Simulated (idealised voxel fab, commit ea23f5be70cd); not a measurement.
The document below concerns the process module designated voxel wiring stack.
In the cross-section labelled cut, the width is 240 nm and each square cell is 5 nm.
Bands, listed from the top down, are how a cross-section gets written in this document; the cross-section itself is a grid of square cells, and a band is one or more rows of them.
Basically the band line says how high the top is and how high the bottom is, in nm, and then what's in it from left to right, every material with its width in nm. Empty space shows up as "air", and if a single material carries "all across" it runs the full band edge to edge.
Where do heights start? At 0: under that level the wafer as delivered is made of one material only. And the lowest band has no floor; it just carries on downward, as in "0 down".
A width given as "30..40" starts at the first number in the band's top row and ends at the second number in its bottom row, shifting by an equal amount at every step from row to row.
A step reported as "no change" is a step in which no cell of the cross-section changed.
Entry "Sealed void inventory". Content: empty spaces with no open connection to the top, size 8 cells or greater. Each: width x height at distance. Distance: from left edge. Unit: nm.
On a step's line, text after the settings is the simulator commenting on that step.
On any step carrying a mask, the "overlay nm" setting, if present on the step's line, tells how far right of its planned place the mask lay; negative values point to the left.
Quick note on how to read the rest: it's all pairs. You get the cross-section before a process step and the one after, but the after one only goes down as far as the lowest band that changed. The step in between, with its settings, sits under the pair. Heads up, the pairs can come from different runs of this module on the same starting wafer, so don't assume a pair picks up from the one above unless its "Cross-section, before" entry says it does.
Cross-section, before
> 100 to 85  air: 80  SiO2: 15  air: 145
> 85 to 80  SiCN: 95  air: 15  SiCN: 20  air: 30  SiCN: 80
> 80 to 65  SiO2: 80  TiN: 5  Cu: 20  TiN: 5  SiO2: 20  TiN: 5  Cu: 20  TiN: 5  SiO2: 80
> 65 to 60  SiO2: 80  TiN: 5  Cu: 5  TiN: 20  SiO2: 20  TiN: 5  Cu: 5  TiN: 20  SiO2: 80
> 60 to 45  SiO2: 80  TiN: 5  Cu: 5  TiN: 5  SiO2: 35  TiN: 5  Cu: 5  TiN: 5  SiO2: 95
> 45 to 40  SiCN: 80  TiN: 15  SiCN: 35  TiN: 15  SiCN: 95
> 40 to 20  lowk: 80  TiN: 5  Cu: 20  TiN: 5  lowk: 20  TiN: 5  Cu: 20  TiN: 5  lowk: 80
> 20 to 15  SiN: 80  TiN: 30  SiN: 20  TiN: 30  SiN: 80
> 15 to 0  SiO2 all across
> 0 down  Si all across
> Sealed void inventory: none
Sectional View, Post-Process
> 105 to 100  air: 75  TiN: 25  air: 140
> 100 to 90  air: 75  TiN: 5  SiO2: 15  TiN: 5  air: 140
> 90 to 85  TiN: 80  SiO2: 15  TiN: 5  air: 5  TiN: 30  air: 20  TiN: 85
> 85 to 80  SiCN: 95  TiN: 15  SiCN: 20  TiN: 30  SiCN: 80
> below 80: unchanged
> Sealed void inventory: none
The two cross-sections above are separated by a single process step, namely CONFORMAL_DEP | material TiN | thk nm 5
Cross-section, before: For the state before this step, see the after cross-section of the pair located directly above.
Sectional View, Post-Process
> 115 to 105  Cu all across
> 105 to 100  Cu: 75  TiN: 25  Cu: 140
> 100 to 90  Cu: 75  TiN: 5  SiO2: 15  TiN: 5  Cu: 140
> 90 to 85  TiN: 80  SiO2: 15  TiN: 5  Cu: 5  TiN: 30  Cu: 20  TiN: 85
> below 85: unchanged
> Sealed void inventory: none
The two cross-sections above are separated by a single process step, namely FILL_DEP | material Cu | thk nm 10
Cross-section, before: For the state before this step, see the after cross-section of the pair located directly above.
Sectional View, Post-Process
> 120 to 115  SiCN all across
> below 115: unchanged
> Sealed void inventory: none
The two cross-sections above are separated by a single process step, namely CONFORMAL_DEP | material SiCN | thk nm 5
